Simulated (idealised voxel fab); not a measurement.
Process module heading - voxel self aligned vias
This is section cut - it's 230 nm across, gridded in 5 nm square cells.
Reading order for cross-sections: top band down to bottom band. Underlying form: a grid of square cells. Band size: one or more rows of cells. Each band's line starts with the height of the band's top and of its bottom, in nm. Then come its materials from left to right, each with its width in nm. One material with "throughout" fills the band from edge to edge. "empty" is empty space. The reference from which all heights are counted is 0, the level beneath which the as-received wafer is entirely one material; the lowest band, having no lower bound, proceeds downward and is written after the example "0 -> down". Note: "30..40" means the width goes from the first number (top row of the band) to the second number (bottom row) in equal steps per row of cells. "no alterations made" (step): cross-section cells unchanged, all of them. Reported under the label "Sealed cavities" are the empty spaces having no open way to the top and comprising 8 cells or more; the notation for each is width x height at distance, in which the distance is measured from the left edge and all three values are in nm. If you see something after the settings on a step's line, that's the simulator's own remark about that step. Among the settings permitted on a step's line is "overlay nm"; applied to a step with a mask, it specifies the extent to which the mask lay to the right of its planned position, whereas a negative figure signifies a position to the left.
So here's the lineup of process steps we planned
| 1 | op RECEIVE | material Si |
| 2 | op CONFORMAL_DEP | material SiO2 | thk nm 10 |
| 3 | op CONFORMAL_DEP | material SiCN | thk nm 5 |
| 4 | op DIRECTIONAL_DEP | material SiO2 | thk nm 30 |
| 5 | op DIRECTIONAL_DEP | material aC | thk nm 10 |
| 6 | op PATTERN | tone open | mask id LINES | material resist | width nm 20 | pitch nm 55 | thk nm 30 | overlay nm 0 |
| 7 | op DIRECTIONAL_ETCH | etch materials aC | depth nm 10 |
| 8 | op STRIP | etch materials resist |
| 9 | op DIRECTIONAL_ETCH | etch materials SiO2 | depth nm 30 |
| 10 | op STRIP | etch materials aC |
| 11 | op CONFORMAL_DEP | material TiN | thk nm 5 |
| 12 | op FILL_DEP | material Ru | thk nm 5 |
| 13 | op CMP | height nm 45 |
| 14 | op SELECTIVE_ETCH | etch materials W Ru TiN | depth nm 10 |
| 15 | op FILL_DEP | material SiN | thk nm 10 |
| 16 | op CMP | height nm 45 |
| 17 | op DIRECTIONAL_DEP | material SiO2 | thk nm 20 |
| 18 | op PATTERN | tone open | mask id VIAS | material resist | width nm 40 | pitch nm 110 | thk nm 20 | overlay nm 0 |
| 19 | op DIRECTIONAL_ETCH | etch materials SiO2 | depth nm 20 |
| 20 | op DIRECTIONAL_ETCH | etch materials SiN | depth nm 10 |
| 21 | op STRIP | etch materials resist |
| 22 | op CONFORMAL_DEP | material TiN | thk nm 5 |
| 23 | op FILL_DEP | material Cu | thk nm 10 |
| 24 | op CMP | height nm 65 |
| 25 | op CONFORMAL_DEP | material SiN | thk nm 5 |
Cross-section, incoming material, after step 1
0 -> down | Si throughout
Sealed cavities: none
Starting wafer: above. Plan: above. Run: one mistake. Cross-section after the module: below
70 -> 65 | SiN throughout
65 -> 50 | 40 nm SiO2 / 5 nm Ru / 30 nm Cu / 5 nm Ru / 70 nm SiO2 / 5 nm Ru / 30 nm Cu / 5 nm Ru / 40 nm SiO2
50 -> 45 | 40 nm SiO2 / 15 nm Ru / 10 nm Cu / 15 nm Ru / 70 nm SiO2 / 15 nm Ru / 10 nm Cu / 15 nm Ru / 40 nm SiO2
45 -> 40 | 50 nm SiO2 / 5 nm Ru / 10 nm Cu / 5 nm Ru / 35 nm SiO2 / 20 nm SiN / 35 nm SiO2 / 5 nm Ru / 10 nm Cu / 5 nm Ru / 50 nm SiO2
40 -> 35 | 50 nm SiO2 / 20 nm Ru / 35 nm SiO2 / 20 nm SiN / 35 nm SiO2 / 20 nm Ru / 50 nm SiO2
35 -> 20 | 50 nm SiO2 / 5 nm TiN / 10 nm Ru / 5 nm TiN / 35 nm SiO2 / 5 nm TiN / 10 nm Ru / 5 nm TiN / 35 nm SiO2 / 5 nm TiN / 10 nm Ru / 5 nm TiN / 50 nm SiO2
20 -> 15 | 50 nm SiO2 / 20 nm TiN / 35 nm SiO2 / 20 nm TiN / 35 nm SiO2 / 20 nm TiN / 50 nm SiO2
15 -> 10 | SiCN throughout
10 -> 0 | SiO2 throughout
0 -> down | Si throughout
Sealed cavities: none
Which mistake was made when the wafer was run? step 22 off recipe, ran as op CONFORMAL_DEP | material Ru | thk nm 5
